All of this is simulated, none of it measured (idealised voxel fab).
process module | voxel gate over fins
cross-section cut | 230 nm wide | cells 5 nm
A cross-section is a grid of square cells, given in bands from the top down. A band is one or more rows of cells.
Each band's line starts with the height of the band's top and of its bottom, in nm. Then come its materials from left to right, each with its width in nm. One material with "throughout" fills the band from edge to edge. "air" is empty space.
Height 0 is the level under which the wafer as received is all one material. The lowest band goes on downwards, as in "0 down".
A width such as "30 to 40" changes by the same amount from each row of cells to the next, from the band's top row to its bottom row.
"no change" after a step means that no cell of the cross-section changed.
closed voids: empty space of 8 cells or more with no open way to the top, each as width x height at its distance from the left edge, in nm
after a step's settings: what the simulator itself notes on the step
overlay nm, on a step with a mask: how far to the right of its planned place the mask lay; to the left if negative
Each pair below shows a cross-section before one step and the cross-section after it, down to the lowest band that changed. The line under each pair gives the step between them, with its settings. The pairs can come from different runs of this module on the same starting wafer, so a pair continues from the pair above only where its "before" says so.
before
  20 to 10: W throughout
  10 to 5: W 55 | TiN 25 | W 20 | TiN 25 | W 20 | TiN 25 | W 60
  5 to 0: W 55 | TiN 5 | HfO2 15 | TiN 5 | W 20 | TiN 5 | HfO2 15 | TiN 5 | W 20 | TiN 5 | HfO2 15 | TiN 5 | W 60
  0 to -5: W 55 | TiN 5 | HfO2 5 | Si 5 | HfO2 5 | TiN 5 | W 20 | TiN 5 | HfO2 5 | Si 5 | HfO2 5 | TiN 5 | W 20 | TiN 5 | HfO2 5 | Si 5 | HfO2 5 | TiN 5 | W 60
  -5 to -10: TiN 60 | HfO2 5 | Si 5 | HfO2 5 | TiN 30 | HfO2 5 | Si 5 | HfO2 5 | TiN 30 | HfO2 5 | Si 5 | HfO2 5 | TiN 65
  -10 to -15: HfO2 65 | Si 5 | HfO2 40 | Si 5 | HfO2 40 | Si 5 | HfO2 70
  -15 to -40: SiO2 65 | Si 5 | SiO2 40 | Si 5 | SiO2 40 | Si 5 | SiO2 70
  -40 down: Si throughout
  closed voids: none
after
  25 to 10: W throughout
  below 10: unchanged
  closed voids: none
the step between: op CONFORMAL_DEP | material W | thk nm 5
before
  15 to 5: aC throughout
  5 to 0: SiN throughout
  0 down: Si throughout
  closed voids: none
after
  40 to 15: resist 60 | air 15 | resist 30 | air 15 | resist 30 | air 15 | resist 65
  below 15: unchanged
  closed voids: none
the step between: op PATTERN | tone open | mask id FINS | material resist | width nm 15 | pitch nm 45 | thk nm 25 | overlay nm 0
before: the cross-section after the pair above
after
  30 to 15: resist 60 | air 15 | resist 30 | air 15 | resist 30 | air 15 | resist 65
  15 to 5: aC 60 | air 15 | aC 30 | air 15 | aC 30 | air 15 | aC 65
  below 5: unchanged
  closed voids: none
the step between: op DIRECTIONAL_ETCH | etch materials aC | depth nm 10
before: the cross-section after the pair above
after
  15 to 5: aC 60 | air 15 | aC 30 | air 15 | aC 30 | air 15 | aC 65
  below 5: unchanged
  closed voids: none
the step between: op STRIP | etch materials resist
before: the cross-section after the pair above
after
  15 to 5: aC 60 | air 15 | aC 30 | air 15 | aC 30 | air 15 | aC 65
  5 to 0: SiN 60 | air 15 | SiN 30 | air 15 | SiN 30 | air 15 | SiN 65
  below 0: unchanged
  closed voids: none
the step between: op DIRECTIONAL_ETCH | etch materials SiN | depth nm 5
before: the cross-section after the pair above
after
  15 to 5: aC 60 | air 15 | aC 30 | air 15 | aC 30 | air 15 | aC 65
  5 to 0: SiN 60 | air 15 | SiN 30 | air 15 | SiN 30 | air 15 | SiN 65
  0 to -35: Si 60 | air 15 | Si 30 | air 15 | Si 30 | air 15 | Si 65
  below -35: unchanged
  closed voids: none
the step between: op DIRECTIONAL_ETCH | etch materials Si | depth nm 35
before: the cross-section after the pair above
after
  5 to 0: SiN 60 | air 15 | SiN 30 | air 15 | SiN 30 | air 15 | SiN 65
  below 0: unchanged
  closed voids: none
the step between: op STRIP | etch materials aC
before: the cross-section after the pair above
after
  5 to 0: SiN 60 | air 15 | SiN 30 | air 15 | SiN 30 | air 15 | SiN 65
  0 to -35: Si 55 | SiO2 5 | air 15 | SiO2 5 | Si 20 | SiO2 5 | air 15 | SiO2 5 | Si 20 | SiO2 5 | air 15 | SiO2 5 | Si 60
  -35 to -40: Si 55 | SiO2 25 | Si 20 | SiO2 25 | Si 20 | SiO2 25 | Si 60
  below -40: unchanged
  closed voids: none
the step between: op OXIDIZE | depth nm 5
before: the cross-section after the pair above
after
  20 to 5: SiO2 throughout
  5 to 0: SiN 60 | SiO2 15 | SiN 30 | SiO2 15 | SiN 30 | SiO2 15 | SiN 65
  0 to -40: Si 55 | SiO2 25 | Si 20 | SiO2 25 | Si 20 | SiO2 25 | Si 60
  below -40: unchanged
  closed voids: none
the step between: op FILL_DEP | material SiO2 | thk nm 15
before: the cross-section after the pair above
after
  5 to 0: SiN 60 | SiO2 15 | SiN 30 | SiO2 15 | SiN 30 | SiO2 15 | SiN 65
  below 0: unchanged
  closed voids: none
the step between: op CMP | height nm 5
before: the cross-section after the pair above
after
  5 to 0: SiN 60 | air 15 | SiN 30 | air 15 | SiN 30 | air 15 | SiN 65
  0 to -15: Si 55 | air 25 | Si 20 | air 25 | Si 20 | air 25 | Si 60
  below -15: unchanged
  closed voids: none
the step between: op SELECTIVE_ETCH | etch materials SiO2 | depth nm 20
before: the cross-section after the pair above
after
  0 to -15: Si 55 | air 25 | Si 20 | air 25 | Si 20 | air 25 | Si 60
  below -15: unchanged
  closed voids: none
the step between: op STRIP | etch materials SiN
before: the cross-section after the pair above
after
  5 to 0: HfO2 60 | air 15 | HfO2 30 | air 15 | HfO2 30 | air 15 | HfO2 65
  0 to -10: Si 55 | HfO2 5 | air 15 | HfO2 5 | Si 20 | HfO2 5 | air 15 | HfO2 5 | Si 20 | HfO2 5 | air 15 | HfO2 5 | Si 60
  -10 to -15: Si 55 | HfO2 25 | Si 20 | HfO2 25 | Si 20 | HfO2 25 | Si 60
  below -15: unchanged
  closed voids: none
the step between: op CONFORMAL_DEP | material HfO2 | thk nm 5
before: the cross-section after the pair above
after
  10 to 5: TiN 65 | air 5 | TiN 40 | air 5 | TiN 40 | air 5 | TiN 70
  5 to 0: HfO2 60 | TiN 5 | air 5 | TiN 5 | HfO2 30 | TiN 5 | air 5 | TiN 5 | HfO2 30 | TiN 5 | air 5 | TiN 5 | HfO2 65
  0 to -5: Si 55 | HfO2 5 | TiN 5 | air 5 | TiN 5 | HfO2 5 | Si 20 | HfO2 5 | TiN 5 | air 5 | TiN 5 | HfO2 5 | Si 20 | HfO2 5 | TiN 5 | air 5 | TiN 5 | HfO2 5 | Si 60
  -5 to -10: Si 55 | HfO2 5 | TiN 15 | HfO2 5 | Si 20 | HfO2 5 | TiN 15 | HfO2 5 | Si 20 | HfO2 5 | TiN 15 | HfO2 5 | Si 60
  below -10: unchanged
  closed voids: none
the step between: op CONFORMAL_DEP | material TiN | thk nm 5
before: the cross-section after the pair above
after
  25 to 10: W throughout
  10 to 5: TiN 65 | W 5 | TiN 40 | W 5 | TiN 40 | W 5 | TiN 70
  5 to 0: HfO2 60 | TiN 5 | W 5 | TiN 5 | HfO2 30 | TiN 5 | W 5 | TiN 5 | HfO2 30 | TiN 5 | W 5 | TiN 5 | HfO2 65
  0 to -5: Si 55 | HfO2 5 | TiN 5 | W 5 | TiN 5 | HfO2 5 | Si 20 | HfO2 5 | TiN 5 | W 5 | TiN 5 | HfO2 5 | Si 20 | HfO2 5 | TiN 5 | W 5 | TiN 5 | HfO2 5 | Si 60
  below -5: unchanged
  closed voids: none
the step between: op FILL_DEP | material W | thk nm 15
before: the cross-section after the pair above
after
  20 to 10: W throughout
  below 10: unchanged
  closed voids: none
the step between: op CMP | height nm 20
before: the cross-section after the pair above
after
  25 to 20: SiN throughout
  below 20: unchanged
  closed voids: none
the step between: op CONFORMAL_DEP | material SiN | thk nm 5
